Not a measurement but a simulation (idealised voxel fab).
Process module heading - voxel air gaps
The cross-section on display is named cut; it measures 180 nm wide, and its cells are 5 nm squares.
Cross-section format: a grid of square cells, given as bands from top to bottom; each band is one or more rows of cells.
For a band, the entry starts with two heights in nm, that of the top and then that of the bottom, and carries on with the band's materials in order from left to right, each alongside its width in nm; the word "full width" beside a single material means it fills the band edge to edge, and "blank" means empty space.
Heights are expressed relative to 0, this being the level below which the as-received wafer comprises one material exclusively. The lowest band is unbounded in the downward direction and is denoted as in "top 0, no bottom".
A width given as "30..40" starts at the first number in the band's top row and ends at the second number in its bottom row, shifting by an equal amount at every step from row to row.
No cell of the cross-section changed in a step that is given as "remained unchanged".
Closed empty spaces (no open way to the top) of 8 cells or more are what "Trapped cavities" lists, each as width x height at distance from the left edge, nm for all three.
Whatever follows a step's settings on its line is a remark the simulator itself makes about that step.
"overlay nm", when on a step's line for a step with a mask, measures how far to the right of its planned place the mask lay; a negative measure means to the left.
Each pair of cross-sections that follows straddles one process step: the one shows the state before the step, the other the state after it, down to the lowest band that changed and no further. The step in question, and its settings, are given under the pair. Note that a pair is not necessarily a continuation of the pair above it, since pairs can come from different runs of this module on the same starting wafer; it is a continuation only where its entry headed "Pre-step profile" says so.

Pre-step profile:
- top 0, no bottom  Si full width
- Trapped cavities: none

Sectional Result:
- top 15, bottom 0  SiO2 full width
- Lower than 0, everything is as it was.
- Trapped cavities: none
What step was run between the cross-section before it and the cross-section after it, both above? CONFORMAL_DEP, material SiO2, thk nm 15

Pre-step profile: taken from the pair above, after panel.

Sectional Result:
- top 20, bottom 15  SiN full width
- Lower than 15, everything is as it was.
- Trapped cavities: none
What step was run between the cross-section before it and the cross-section after it, both above? CONFORMAL_DEP, material SiN, thk nm 5

Pre-step profile: taken from the pair above, after panel.

Sectional Result:
- top 60, bottom 20  SiO2 full width
- Lower than 20, everything is as it was.
- Trapped cavities: none
What step was run between the cross-section before it and the cross-section after it, both above? DIRECTIONAL_DEP, material SiO2, thk nm 40

Pre-step profile: taken from the pair above, after panel.

Sectional Result:
- top 80, bottom 60  resist 35  blank 15  resist 30  blank 15  resist 30  blank 15  resist 40
- Lower than 60, everything is as it was.
- Trapped cavities: none
What step was run between the cross-section before it and the cross-section after it, both above? PATTERN, tone open, mask id LINES, material resist, width nm 15, pitch nm 45, thk nm 20, overlay nm 0

Pre-step profile: taken from the pair above, after panel.

Sectional Result:
- top 80, bottom 60  resist 35  blank 15  resist 30  blank 15  resist 30  blank 15  resist 40
- top 60, bottom 20  SiO2 35  blank 15  SiO2 30  blank 15  SiO2 30  blank 15  SiO2 40
- Lower than 20, everything is as it was.
- Trapped cavities: none
What step was run between the cross-section before it and the cross-section after it, both above? DIRECTIONAL_ETCH, etch materials SiO2, depth nm 40

Pre-step profile: taken from the pair above, after panel.

Sectional Result:
- top 60, bottom 20  SiO2 35  blank 15  SiO2 30  blank 15  SiO2 30  blank 15  SiO2 40
- Lower than 20, everything is as it was.
- Trapped cavities: none
What step was run between the cross-section before it and the cross-section after it, both above? STRIP, etch materials resist

Pre-step profile: taken from the pair above, after panel.

Sectional Result:
- top 65, bottom 60  TiN 40  blank 5  TiN 40  blank 5  TiN 40  blank 5  TiN 45
- top 60, bottom 25  SiO2 35  TiN 5  blank 5  TiN 5  SiO2 30  TiN 5  blank 5  TiN 5  SiO2 30  TiN 5  blank 5  TiN 5  SiO2 40
- top 25, bottom 20  SiO2 35  TiN 15  SiO2 30  TiN 15  SiO2 30  TiN 15  SiO2 40
- Lower than 20, everything is as it was.
- Trapped cavities: none
What step was run between the cross-section before it and the cross-section after it, both above? CONFORMAL_DEP, material TiN, thk nm 5

Pre-step profile: taken from the pair above, after panel.

Sectional Result:
- top 70, bottom 65  W full width
- top 65, bottom 60  TiN 40  W 5  TiN 40  W 5  TiN 40  W 5  TiN 45
- top 60, bottom 25  SiO2 35  TiN 5  W 5  TiN 5  SiO2 30  TiN 5  W 5  TiN 5  SiO2 30  TiN 5  W 5  TiN 5  SiO2 40
- Lower than 25, everything is as it was.
- Trapped cavities: none
What step was run between the cross-section before it and the cross-section after it, both above? FILL_DEP, material W, thk nm 5

Pre-step profile: taken from the pair above, after panel.

Sectional Result:
- top 60, bottom 25  SiO2 35  TiN 5  W 5  TiN 5  SiO2 30  TiN 5  W 5  TiN 5  SiO2 30  TiN 5  W 5  TiN 5  SiO2 40
- Lower than 25, everything is as it was.
- Trapped cavities: none
What step was run between the cross-section before it and the cross-section after it, both above? CMP, height nm 60

Pre-step profile: taken from the pair above, after panel.

Sectional Result:
- top 70, bottom 60  blank 25  Ru 35  blank 10  Ru 35  blank 10  Ru 35  blank 30
- Lower than 60, everything is as it was.
- Trapped cavities: none
What step was run between the cross-section before it and the cross-section after it, both above? EPI, material Ru, thk nm 10

Pre-step profile: taken from the pair above, after panel.

Sectional Result:
- top 70, bottom 60  blank 25  Ru 35  blank 10  Ru 35  blank 10  Ru 35  blank 30
- top 60, bottom 25  blank 35  TiN 5  W 5  TiN 5  blank 30  TiN 5  W 5  TiN 5  blank 30  TiN 5  W 5  TiN 5  blank 40
- top 25, bottom 20  blank 35  TiN 15  blank 30  TiN 15  blank 30  TiN 15  blank 40
- Lower than 20, everything is as it was.
- Trapped cavities: none
What step was run between the cross-section before it and the cross-section after it, both above? SELECTIVE_ETCH, etch materials SiO2, depth nm 50

Pre-step profile: taken from the pair above, after panel.

Sectional Result:
- top 75, bottom 70  blank 20  SiCN 135  blank 25
- top 70, bottom 60  blank 20  SiCN 5  Ru 35  SiCN 10  Ru 35  SiCN 10  Ru 35  SiCN 5  blank 25
- top 60, bottom 55  blank 20  SiCN 15  TiN 5  W 5  TiN 5  SiCN 30  TiN 5  W 5  TiN 5  SiCN 30  TiN 5  W 5  TiN 5  SiCN 15  blank 25
- top 55, bottom 25  blank 30  SiCN 5  TiN 5  W 5  TiN 5  SiCN 5  blank 20  SiCN 5  TiN 5  W 5  TiN 5  SiCN 5  blank 20  SiCN 5  TiN 5  W 5  TiN 5  SiCN 5  blank 35
- top 25, bottom 20  SiCN 35  TiN 15  SiCN 30  TiN 15  SiCN 30  TiN 15  SiCN 40
- Lower than 20, everything is as it was.
- Trapped cavities: 20 x 30 at 55; 20 x 30 at 100
What step was run between the cross-section before it and the cross-section after it, both above? CONFORMAL_DEP, material SiCN, thk nm 5

Pre-step profile:
- top 15, bottom 0  SiO2 full width
- top 0, no bottom  Si full width
- Trapped cavities: none

Sectional Result:
- top 30, bottom 0  SiO2 full width
- Lower than 0, everything is as it was.
- Trapped cavities: none
What step was run between the cross-section before it and the cross-section after it, both above? CONFORMAL_DEP, material SiO2, thk nm 15

Pre-step profile: taken from the pair above, after panel.

Sectional Result:
- top 35, bottom 30  SiN full width
- Lower than 30, everything is as it was.
- Trapped cavities: none
What step was run between the cross-section before it and the cross-section after it, both above? CONFORMAL_DEP, material SiN, thk nm 5

Pre-step profile: taken from the pair above, after panel.

Sectional Result:
- top 75, bottom 35  SiO2 full width
- Lower than 35, everything is as it was.
- Trapped cavities: none
What step was run between the cross-section before it and the cross-section after it, both above? DIRECTIONAL_DEP, material SiO2, thk nm 40

Pre-step profile: taken from the pair above, after panel.

Sectional Result:
- top 95, bottom 75  resist 35  blank 15  resist 30  blank 15  resist 30  blank 15  resist 40
- Lower than 75, everything is as it was.
- Trapped cavities: none
What step was run between the cross-section before it and the cross-section after it, both above? PATTERN, tone open, mask id LINES, material resist, width nm 15, pitch nm 45, thk nm 20, overlay nm 0

Pre-step profile: taken from the pair above, after panel.

Sectional Result:
- top 95, bottom 75  resist 35  blank 15  resist 30  blank 15  resist 30  blank 15  resist 40
- top 75, bottom 35  SiO2 35  blank 15  SiO2 30  blank 15  SiO2 30  blank 15  SiO2 40
- Lower than 35, everything is as it was.
- Trapped cavities: none
What step was run between the cross-section before it and the cross-section after it, both above? DIRECTIONAL_ETCH, etch materials SiO2, depth nm 40

Pre-step profile: taken from the pair above, after panel.

Sectional Result:
- top 75, bottom 35  SiO2 35  blank 15  SiO2 30  blank 15  SiO2 30  blank 15  SiO2 40
- Lower than 35, everything is as it was.
- Trapped cavities: none
What step was run between the cross-section before it and the cross-section after it, both above? STRIP, etch materials resist

Pre-step profile: taken from the pair above, after panel.

Sectional Result:
- top 80, bottom 75  TiN 40  blank 5  TiN 40  blank 5  TiN 40  blank 5  TiN 45
- top 75, bottom 40  SiO2 35  TiN 5  blank 5  TiN 5  SiO2 30  TiN 5  blank 5  TiN 5  SiO2 30  TiN 5  blank 5  TiN 5  SiO2 40
- top 40, bottom 35  SiO2 35  TiN 15  SiO2 30  TiN 15  SiO2 30  TiN 15  SiO2 40
- Lower than 35, everything is as it was.
- Trapped cavities: none
What step was run between the cross-section before it and the cross-section after it, both above? CONFORMAL_DEP, material TiN, thk nm 5

Pre-step profile: taken from the pair above, after panel.

Sectional Result:
- top 85, bottom 80  W full width
- top 80, bottom 75  TiN 40  W 5  TiN 40  W 5  TiN 40  W 5  TiN 45
- top 75, bottom 40  SiO2 35  TiN 5  W 5  TiN 5  SiO2 30  TiN 5  W 5  TiN 5  SiO2 30  TiN 5  W 5  TiN 5  SiO2 40
- Lower than 40, everything is as it was.
- Trapped cavities: none
What step was run between the cross-section before it and the cross-section after it, both above? FILL_DEP, material W, thk nm 5

Pre-step profile: taken from the pair above, after panel.

Sectional Result:
- top 60, bottom 40  SiO2 35  TiN 5  W 5  TiN 5  SiO2 30  TiN 5  W 5  TiN 5  SiO2 30  TiN 5  W 5  TiN 5  SiO2 40
- Lower than 40, everything is as it was.
- Trapped cavities: none
What step was run between the cross-section before it and the cross-section after it, both above? CMP, height nm 60

Pre-step profile: taken from the pair above, after panel.

Sectional Result:
- top 70, bottom 60  blank 25  Ru 35  blank 10  Ru 35  blank 10  Ru 35  blank 30
- Lower than 60, everything is as it was.
- Trapped cavities: none
What step was run between the cross-section before it and the cross-section after it, both above? EPI, material Ru, thk nm 10

Pre-step profile: taken from the pair above, after panel.

Sectional Result:
- top 70, bottom 60  blank 25  Ru 35  blank 10  Ru 35  blank 10  Ru 35  blank 30
- top 60, bottom 40  blank 35  TiN 5  W 5  TiN 5  blank 30  TiN 5  W 5  TiN 5  blank 30  TiN 5  W 5  TiN 5  blank 40
- top 40, bottom 35  blank 35  TiN 15  blank 30  TiN 15  blank 30  TiN 15  blank 40
- Lower than 35, everything is as it was.
- Trapped cavities: none
What step was run between the cross-section before it and the cross-section after it, both above? SELECTIVE_ETCH, etch materials SiO2, depth nm 50

Pre-step profile: taken from the pair above, after panel.

Sectional Result:
- top 75, bottom 70  blank 20  SiCN 135  blank 25
- top 70, bottom 60  blank 20  SiCN 5  Ru 35  SiCN 10  Ru 35  SiCN 10  Ru 35  SiCN 5  blank 25
- top 60, bottom 55  blank 20  SiCN 15  TiN 5  W 5  TiN 5  SiCN 30  TiN 5  W 5  TiN 5  SiCN 30  TiN 5  W 5  TiN 5  SiCN 15  blank 25
- top 55, bottom 40  blank 30  SiCN 5  TiN 5  W 5  TiN 5  SiCN 5  blank 20  SiCN 5  TiN 5  W 5  TiN 5  SiCN 5  blank 20  SiCN 5  TiN 5  W 5  TiN 5  SiCN 5  blank 35
- top 40, bottom 35  SiCN 35  TiN 15  SiCN 30  TiN 15  SiCN 30  TiN 15  SiCN 40
- Lower than 35, everything is as it was.
- Trapped cavities: 20 x 15 at 55; 20 x 15 at 100
What step was run between the cross-section before it and the cross-section after it, both above? CONFORMAL_DEP, material SiCN, thk nm 5

Pre-step profile:
- top 15, bottom 0  SiO2 full width
- top 0, no bottom  Si full width
- Trapped cavities: none

Sectional Result:
- top 55, bottom 0  SiO2 full width
- Lower than 0, everything is as it was.
- Trapped cavities: none
What step was run between the cross-section before it and the cross-section after it, both above? DIRECTIONAL_DEP, material SiO2, thk nm 40

Pre-step profile: taken from the pair above, after panel.

Sectional Result:
- top 60, bottom 55  SiN full width
- Lower than 55, everything is as it was.
- Trapped cavities: none
What step was run between the cross-section before it and the cross-section after it, both above? CONFORMAL_DEP, material SiN, thk nm 5

Pre-step profile: taken from the pair above, after panel.

Sectional Result:
- top 80, bottom 60  resist 35  blank 15  resist 30  blank 15  resist 30  blank 15  resist 40
- Lower than 60, everything is as it was.
- Trapped cavities: none
What step was run between the cross-section before it and the cross-section after it, both above? PATTERN, tone open, mask id LINES, material resist, width nm 15, pitch nm 45, thk nm 20, overlay nm 0

Pre-step profile: taken from the pair above, after panel.

Sectional Result:
- top 60, bottom 55  SiN full width
- Lower than 55, everything is as it was.
- Trapped cavities: none
What step was run between the cross-section before it and the cross-section after it, both above? STRIP, etch materials resist

Pre-step profile: taken from the pair above, after panel.

Sectional Result:
- top 65, bottom 60  TiN full width
- Lower than 60, everything is as it was.
- Trapped cavities: none
What step was run between the cross-section before it and the cross-section after it, both above? CONFORMAL_DEP, material TiN, thk nm 5

Pre-step profile: taken from the pair above, after panel.

Sectional Result:
- top 70, bottom 65  W full width
- Lower than 65, everything is as it was.
- Trapped cavities: none
What step was run between the cross-section before it and the cross-section after it, both above? FILL_DEP, material W, thk nm 5

Pre-step profile: taken from the pair above, after panel.

Sectional Result:
- top 60, bottom 55  SiN full width
- Lower than 55, everything is as it was.
- Trapped cavities: none
What step was run between the cross-section before it and the cross-section after it, both above? CMP, height nm 60

Pre-step profile: taken from the pair above, after panel.

Sectional Result:
- top 65, bottom 60  SiCN full width
- Lower than 60, everything is as it was.
- Trapped cavities: none
What step was run between the cross-section before it and the cross-section after it, both above? CONFORMAL_DEP, material SiCN, thk nm 5

Pre-step profile:
- top 0, no bottom  Si full width
- Trapped cavities: none

Sectional Result:
- top 10, bottom 0  SiO2 full width
- Lower than 0, everything is as it was.
- Trapped cavities: none
What step was run between the cross-section before it and the cross-section after it, both above? CONFORMAL_DEP, material SiO2, thk nm 10

Pre-step profile: taken from the pair above, after panel.

Sectional Result:
- top 15, bottom 10  SiN full width
- Lower than 10, everything is as it was.
- Trapped cavities: none
What step was run between the cross-section before it and the cross-section after it, both above? CONFORMAL_DEP, material SiN, thk nm 5

Pre-step profile: taken from the pair above, after panel.

Sectional Result:
- top 55, bottom 15  SiO2 full width
- Lower than 15, everything is as it was.
- Trapped cavities: none
What step was run between the cross-section before it and the cross-section after it, both above? DIRECTIONAL_DEP, material SiO2, thk nm 40

Pre-step profile: taken from the pair above, after panel.

Sectional Result:
- top 75, bottom 55  resist 35  blank 15  resist 30  blank 15  resist 30  blank 15  resist 40
- Lower than 55, everything is as it was.
- Trapped cavities: none
What step was run between the cross-section before it and the cross-section after it, both above? PATTERN, tone open, mask id LINES, material resist, width nm 15, pitch nm 45, thk nm 20, overlay nm 0

Pre-step profile: taken from the pair above, after panel.

Sectional Result:
- top 75, bottom 55  resist 35  blank 15  resist 30  blank 15  resist 30  blank 15  resist 40
- top 55, bottom 15  SiO2 35  blank 15  SiO2 30  blank 15  SiO2 30  blank 15  SiO2 40
- Lower than 15, everything is as it was.
- Trapped cavities: none
What step was run between the cross-section before it and the cross-section after it, both above? DIRECTIONAL_ETCH, etch materials SiO2, depth nm 40

Pre-step profile: taken from the pair above, after panel.

Sectional Result:
- top 55, bottom 15  SiO2 35  blank 15  SiO2 30  blank 15  SiO2 30  blank 15  SiO2 40
- Lower than 15, everything is as it was.
- Trapped cavities: none
What step was run between the cross-section before it and the cross-section after it, both above? STRIP, etch materials resist

Pre-step profile: taken from the pair above, after panel.

Sectional Result:
- top 60, bottom 55  TiN 40  blank 5  TiN 40  blank 5  TiN 40  blank 5  TiN 45
- top 55, bottom 20  SiO2 35  TiN 5  blank 5  TiN 5  SiO2 30  TiN 5  blank 5  TiN 5  SiO2 30  TiN 5  blank 5  TiN 5  SiO2 40
- top 20, bottom 15  SiO2 35  TiN 15  SiO2 30  TiN 15  SiO2 30  TiN 15  SiO2 40
- Lower than 15, everything is as it was.
- Trapped cavities: none
What step was run between the cross-section before it and the cross-section after it, both above? CONFORMAL_DEP, material TiN, thk nm 5

Pre-step profile: taken from the pair above, after panel.

Sectional Result:
- top 65, bottom 60  W full width
- top 60, bottom 55  TiN 40  W 5  TiN 40  W 5  TiN 40  W 5  TiN 45
- top 55, bottom 20  SiO2 35  TiN 5  W 5  TiN 5  SiO2 30  TiN 5  W 5  TiN 5  SiO2 30  TiN 5  W 5  TiN 5  SiO2 40
- Lower than 20, everything is as it was.
- Trapped cavities: none
What step was run between the cross-section before it and the cross-section after it, both above? FILL_DEP, material W, thk nm 5

Pre-step profile: taken from the pair above, after panel.

Sectional Result:
- top 60, bottom 55  TiN 40  W 5  TiN 40  W 5  TiN 40  W 5  TiN 45
- Lower than 55, everything is as it was.
- Trapped cavities: none
What step was run between the cross-section before it and the cross-section after it, both above? CMP, height nm 60

Pre-step profile: taken from the pair above, after panel.

Sectional Result:
- top 70, bottom 60  Ru full width
- Lower than 60, everything is as it was.
- Trapped cavities: none
What step was run between the cross-section before it and the cross-section after it, both above? EPI, material Ru, thk nm 10

Pre-step profile: taken from the pair above, after panel.

Sectional Result:
- top 75, bottom 70  SiCN full width
- Lower than 70, everything is as it was.
- Trapped cavities: none
What step was run between the cross-section before it and the cross-section after it, both above? CONFORMAL_DEP, material SiCN, thk nm 5

Pre-step profile:
- top 60, bottom 20  SiO2 full width
- top 20, bottom 15  SiN full width
- top 15, bottom 0  SiO2 full width
- top 0, no bottom  Si full width
- Trapped cavities: none

Sectional Result:
- top 80, bottom 60  resist 30  blank 25  resist 20  blank 25  resist 20  blank 25  resist 35
- Lower than 60, everything is as it was.
- Trapped cavities: none
What step was run between the cross-section before it and the cross-section after it, both above? PATTERN, tone open, mask id LINES, material resist, width nm 25, pitch nm 45, thk nm 20, overlay nm 0

Pre-step profile: taken from the pair above, after panel.

Sectional Result:
- top 80, bottom 60  resist 30  blank 25  resist 20  blank 25  resist 20  blank 25  resist 35
- top 60, bottom 20  SiO2 30  blank 25  SiO2 20  blank 25  SiO2 20  blank 25  SiO2 35
- Lower than 20, everything is as it was.
- Trapped cavities: none
What step was run between the cross-section before it and the cross-section after it, both above? DIRECTIONAL_ETCH, etch materials SiO2, depth nm 40

Pre-step profile: taken from the pair above, after panel.

Sectional Result:
- top 60, bottom 20  SiO2 30  blank 25  SiO2 20  blank 25  SiO2 20  blank 25  SiO2 35
- Lower than 20, everything is as it was.
- Trapped cavities: none
What step was run between the cross-section before it and the cross-section after it, both above? STRIP, etch materials resist

Pre-step profile: taken from the pair above, after panel.

Sectional Result:
- top 65, bottom 60  TiN 35  blank 15  TiN 30  blank 15  TiN 30  blank 15  TiN 40
- top 60, bottom 25  SiO2 30  TiN 5  blank 15  TiN 5  SiO2 20  TiN 5  blank 15  TiN 5  SiO2 20  TiN 5  blank 15  TiN 5  SiO2 35
- top 25, bottom 20  SiO2 30  TiN 25  SiO2 20  TiN 25  SiO2 20  TiN 25  SiO2 35
- Lower than 20, everything is as it was.
- Trapped cavities: none
What step was run between the cross-section before it and the cross-section after it, both above? CONFORMAL_DEP, material TiN, thk nm 5

Pre-step profile: taken from the pair above, after panel.

Sectional Result:
- top 70, bottom 65  W full width
- top 65, bottom 60  TiN 35  W 15  TiN 30  W 15  TiN 30  W 15  TiN 40
- top 60, bottom 25  SiO2 30  TiN 5  W 15  TiN 5  SiO2 20  TiN 5  W 15  TiN 5  SiO2 20  TiN 5  W 15  TiN 5  SiO2 35
- Lower than 25, everything is as it was.
- Trapped cavities: none
What step was run between the cross-section before it and the cross-section after it, both above? FILL_DEP, material W, thk nm 5

Pre-step profile: taken from the pair above, after panel.

Sectional Result:
- top 60, bottom 25  SiO2 30  TiN 5  W 15  TiN 5  SiO2 20  TiN 5  W 15  TiN 5  SiO2 20  TiN 5  W 15  TiN 5  SiO2 35
- Lower than 25, everything is as it was.
- Trapped cavities: none
What step was run between the cross-section before it and the cross-section after it, both above? CMP, height nm 60

Pre-step profile: taken from the pair above, after panel.

Sectional Result:
- top 70, bottom 60  blank 20  Ru 135  blank 25
- Lower than 60, everything is as it was.
- Trapped cavities: none
What step was run between the cross-section before it and the cross-section after it, both above? EPI, material Ru, thk nm 10

Pre-step profile: taken from the pair above, after panel.

Sectional Result:
- top 70, bottom 60  blank 20  Ru 135  blank 25
- top 60, bottom 25  blank 30  TiN 5  W 15  TiN 5  SiO2 20  TiN 5  W 15  TiN 5  SiO2 20  TiN 5  W 15  TiN 5  blank 35
- top 25, bottom 20  blank 30  TiN 25  SiO2 20  TiN 25  SiO2 20  TiN 25  blank 35
- Lower than 20, everything is as it was.
- Trapped cavities: none
What step was run between the cross-section before it and the cross-section after it, both above? SELECTIVE_ETCH, etch materials SiO2, depth nm 50

Pre-step profile: taken from the pair above, after panel.

Sectional Result:
- top 75, bottom 70  blank 15  SiCN 145  blank 20
- top 70, bottom 60  blank 15  SiCN 5  Ru 135  SiCN 5  blank 20
- top 60, bottom 55  blank 15  SiCN 15  TiN 5  W 15  TiN 5  SiO2 20  TiN 5  W 15  TiN 5  SiO2 20  TiN 5  W 15  TiN 5  SiCN 15  blank 20
- top 55, bottom 25  blank 25  SiCN 5  TiN 5  W 15  TiN 5  SiO2 20  TiN 5  W 15  TiN 5  SiO2 20  TiN 5  W 15  TiN 5  SiCN 5  blank 30
- top 25, bottom 20  SiCN 30  TiN 25  SiO2 20  TiN 25  SiO2 20  TiN 25  SiCN 35
- Lower than 20, everything is as it was.
- Trapped cavities: none
What step was run between the cross-section before it and the cross-section after it, both above? CONFORMAL_DEP, material SiCN, thk nm 5

Pre-step profile:
- top 60, bottom 20  SiO2 full width
- top 20, bottom 15  SiN full width
- top 15, bottom 0  SiO2 full width
- top 0, no bottom  Si full width
- Trapped cavities: none

Sectional Result:
- top 80, bottom 60  resist 40  blank 15  resist 30  blank 15  resist 30  blank 15  resist 35
- Lower than 60, everything is as it was.
- Trapped cavities: none
What step was run between the cross-section before it and the cross-section after it, both above? PATTERN, tone open, mask id LINES, material resist, width nm 15, pitch nm 45, thk nm 20, overlay nm 5

Pre-step profile: taken from the pair above, after panel.

Sectional Result:
- top 80, bottom 60  resist 40  blank 15  resist 30  blank 15  resist 30  blank 15  resist 35
- top 60, bottom 20  SiO2 40  blank 15  SiO2 30  blank 15  SiO2 30  blank 15  SiO2 35
- Lower than 20, everything is as it was.
- Trapped cavities: none
What step was run between the cross-section before it and the cross-section after it, both above? DIRECTIONAL_ETCH, etch materials SiO2, depth nm 40

Pre-step profile: taken from the pair above, after panel.

Sectional Result:
- top 60, bottom 20  SiO2 40  blank 15  SiO2 30  blank 15  SiO2 30  blank 15  SiO2 35
- Lower than 20, everything is as it was.
- Trapped cavities: none
What step was run between the cross-section before it and the cross-section after it, both above? STRIP, etch materials resist

Pre-step profile: taken from the pair above, after panel.

Sectional Result:
- top 65, bottom 60  TiN 45  blank 5  TiN 40  blank 5  TiN 40  blank 5  TiN 40
- top 60, bottom 25  SiO2 40  TiN 5  blank 5  TiN 5  SiO2 30  TiN 5  blank 5  TiN 5  SiO2 30  TiN 5  blank 5  TiN 5  SiO2 35
- top 25, bottom 20  SiO2 40  TiN 15  SiO2 30  TiN 15  SiO2 30  TiN 15  SiO2 35
- Lower than 20, everything is as it was.
- Trapped cavities: none
What step was run between the cross-section before it and the cross-section after it, both above? CONFORMAL_DEP, material TiN, thk nm 5

Pre-step profile: taken from the pair above, after panel.

Sectional Result:
- top 70, bottom 65  W full width
- top 65, bottom 60  TiN 45  W 5  TiN 40  W 5  TiN 40  W 5  TiN 40
- top 60, bottom 25  SiO2 40  TiN 5  W 5  TiN 5  SiO2 30  TiN 5  W 5  TiN 5  SiO2 30  TiN 5  W 5  TiN 5  SiO2 35
- Lower than 25, everything is as it was.
- Trapped cavities: none
What step was run between the cross-section before it and the cross-section after it, both above? FILL_DEP, material W, thk nm 5

Pre-step profile: taken from the pair above, after panel.

Sectional Result:
- top 60, bottom 25  SiO2 40  TiN 5  W 5  TiN 5  SiO2 30  TiN 5  W 5  TiN 5  SiO2 30  TiN 5  W 5  TiN 5  SiO2 35
- Lower than 25, everything is as it was.
- Trapped cavities: none
What step was run between the cross-section before it and the cross-section after it, both above? CMP, height nm 60

Pre-step profile: taken from the pair above, after panel.

Sectional Result:
- top 70, bottom 60  blank 30  Ru 35  blank 10  Ru 35  blank 10  Ru 35  blank 25
- Lower than 60, everything is as it was.
- Trapped cavities: none
What step was run between the cross-section before it and the cross-section after it, both above? EPI, material Ru, thk nm 10

Pre-step profile: taken from the pair above, after panel.

Sectional Result:
- top 70, bottom 60  blank 30  Ru 35  blank 10  Ru 35  blank 10  Ru 35  blank 25
- top 60, bottom 25  blank 40  TiN 5  W 5  TiN 5  blank 30  TiN 5  W 5  TiN 5  blank 30  TiN 5  W 5  TiN 5  blank 35
- top 25, bottom 20  blank 40  TiN 15  blank 30  TiN 15  blank 30  TiN 15  blank 35
- Lower than 20, everything is as it was.
- Trapped cavities: none
What step was run between the cross-section before it and the cross-section after it, both above? SELECTIVE_ETCH, etch materials SiO2, depth nm 50

Pre-step profile: taken from the pair above, after panel.

Sectional Result:
- top 75, bottom 70  blank 25  SiCN 135  blank 20
- top 70, bottom 60  blank 25  SiCN 5  Ru 35  SiCN 10  Ru 35  SiCN 10  Ru 35  SiCN 5  blank 20
- top 60, bottom 55  blank 25  SiCN 15  TiN 5  W 5  TiN 5  SiCN 30  TiN 5  W 5  TiN 5  SiCN 30  TiN 5  W 5  TiN 5  SiCN 15  blank 20
- top 55, bottom 25  blank 35  SiCN 5  TiN 5  W 5  TiN 5  SiCN 5  blank 20  SiCN 5  TiN 5  W 5  TiN 5  SiCN 5  blank 20  SiCN 5  TiN 5  W 5  TiN 5  SiCN 5  blank 30
- top 25, bottom 20  SiCN 40  TiN 15  SiCN 30  TiN 15  SiCN 30  TiN 15  SiCN 35
- Lower than 20, everything is as it was.
- Trapped cavities: 20 x 30 at 60; 20 x 30 at 105
What step was run between the cross-section before it and the cross-section after it, both above? CONFORMAL_DEP, material SiCN, thk nm 5

Pre-step profile:
- top 20, bottom 15  SiN full width
- top 15, bottom 0  SiO2 full width
- top 0, no bottom  Si full width
- Trapped cavities: none

Sectional Result:
- top 60, bottom 20  W full width
- Lower than 20, everything is as it was.
- Trapped cavities: none
What step was run between the cross-section before it and the cross-section after it, both above? DIRECTIONAL_DEP, material W, thk nm 40

Pre-step profile: taken from the pair above, after panel.

Sectional Result:
- top 80, bottom 60  resist 35  blank 15  resist 30  blank 15  resist 30  blank 15  resist 40
- Lower than 60, everything is as it was.
- Trapped cavities: none
What step was run between the cross-section before it and the cross-section after it, both above? PATTERN, tone open, mask id LINES, material resist, width nm 15, pitch nm 45, thk nm 20, overlay nm 0

Pre-step profile: taken from the pair above, after panel.

Sectional Result:
- top 60, bottom 20  W full width
- Lower than 20, everything is as it was.
- Trapped cavities: none
What step was run between the cross-section before it and the cross-section after it, both above? STRIP, etch materials resist

Pre-step profile: taken from the pair above, after panel.

Sectional Result:
- top 65, bottom 60  TiN full width
- Lower than 60, everything is as it was.
- Trapped cavities: none
What step was run between the cross-section before it and the cross-section after it, both above? CONFORMAL_DEP, material TiN, thk nm 5

Pre-step profile: taken from the pair above, after panel.

Sectional Result:
- top 70, bottom 65  W full width
- Lower than 65, everything is as it was.
- Trapped cavities: none
What step was run between the cross-section before it and the cross-section after it, both above? FILL_DEP, material W, thk nm 5

Pre-step profile: taken from the pair above, after panel.

Sectional Result:
- top 60, bottom 20  W full width
- Lower than 20, everything is as it was.
- Trapped cavities: none
What step was run between the cross-section before it and the cross-section after it, both above? CMP, height nm 60

Pre-step profile: taken from the pair above, after panel.

Sectional Result:
- top 70, bottom 60  Ru full width
- Lower than 60, everything is as it was.
- Trapped cavities: none
What step was run between the cross-section before it and the cross-section after it, both above? EPI, material Ru, thk nm 10

Pre-step profile: taken from the pair above, after panel.

Sectional Result:
- top 75, bottom 70  SiCN full width
- Lower than 70, everything is as it was.
- Trapped cavities: none
What step was run between the cross-section before it and the cross-section after it, both above? CONFORMAL_DEP, material SiCN, thk nm 5

Pre-step profile:
- top 60, bottom 20  SiO2 full width
- top 20, bottom 15  SiN full width
- top 15, bottom 0  SiO2 full width
- top 0, no bottom  Si full width
- Trapped cavities: none

Sectional Result:
- top 80, bottom 60  blank 35  resist 15  blank 30  resist 15  blank 30  resist 15  blank 40
- Lower than 60, everything is as it was.
- Trapped cavities: none
What step was run between the cross-section before it and the cross-section after it, both above? PATTERN, tone cover, mask id LINES, material resist, width nm 15, pitch nm 45, thk nm 20, overlay nm 0

Pre-step profile: taken from the pair above, after panel.

Sectional Result:
- top 80, bottom 60  blank 35  resist 15  blank 30  resist 15  blank 30  resist 15  blank 40
- top 60, bottom 20  blank 35  SiO2 15  blank 30  SiO2 15  blank 30  SiO2 15  blank 40
- Lower than 20, everything is as it was.
- Trapped cavities: none
What step was run between the cross-section before it and the cross-section after it, both above? DIRECTIONAL_ETCH, etch materials SiO2, depth nm 40

Pre-step profile: taken from the pair above, after panel.

Sectional Result:
- top 60, bottom 20  blank 35  SiO2 15  blank 30  SiO2 15  blank 30  SiO2 15  blank 40
- Lower than 20, everything is as it was.
- Trapped cavities: none
What step was run between the cross-section before it and the cross-section after it, both above? STRIP, etch materials resist

Pre-step profile: taken from the pair above, after panel.

Sectional Result:
- top 65, bottom 60  blank 30  TiN 25  blank 20  TiN 25  blank 20  TiN 25  blank 35
- top 60, bottom 25  blank 30  TiN 5  SiO2 15  TiN 5  blank 20  TiN 5  SiO2 15  TiN 5  blank 20  TiN 5  SiO2 15  TiN 5  blank 35
- top 25, bottom 20  TiN 35  SiO2 15  TiN 30  SiO2 15  TiN 30  SiO2 15  TiN 40
- Lower than 20, everything is as it was.
- Trapped cavities: none
What step was run between the cross-section before it and the cross-section after it, both above? CONFORMAL_DEP, material TiN, thk nm 5

Pre-step profile: taken from the pair above, after panel.

Sectional Result:
- top 70, bottom 65  W full width
- top 65, bottom 60  W 30  TiN 25  W 20  TiN 25  W 20  TiN 25  W 35
- top 60, bottom 25  W 30  TiN 5  SiO2 15  TiN 5  W 20  TiN 5  SiO2 15  TiN 5  W 20  TiN 5  SiO2 15  TiN 5  W 35
- Lower than 25, everything is as it was.
- Trapped cavities: none
What step was run between the cross-section before it and the cross-section after it, both above? FILL_DEP, material W, thk nm 5
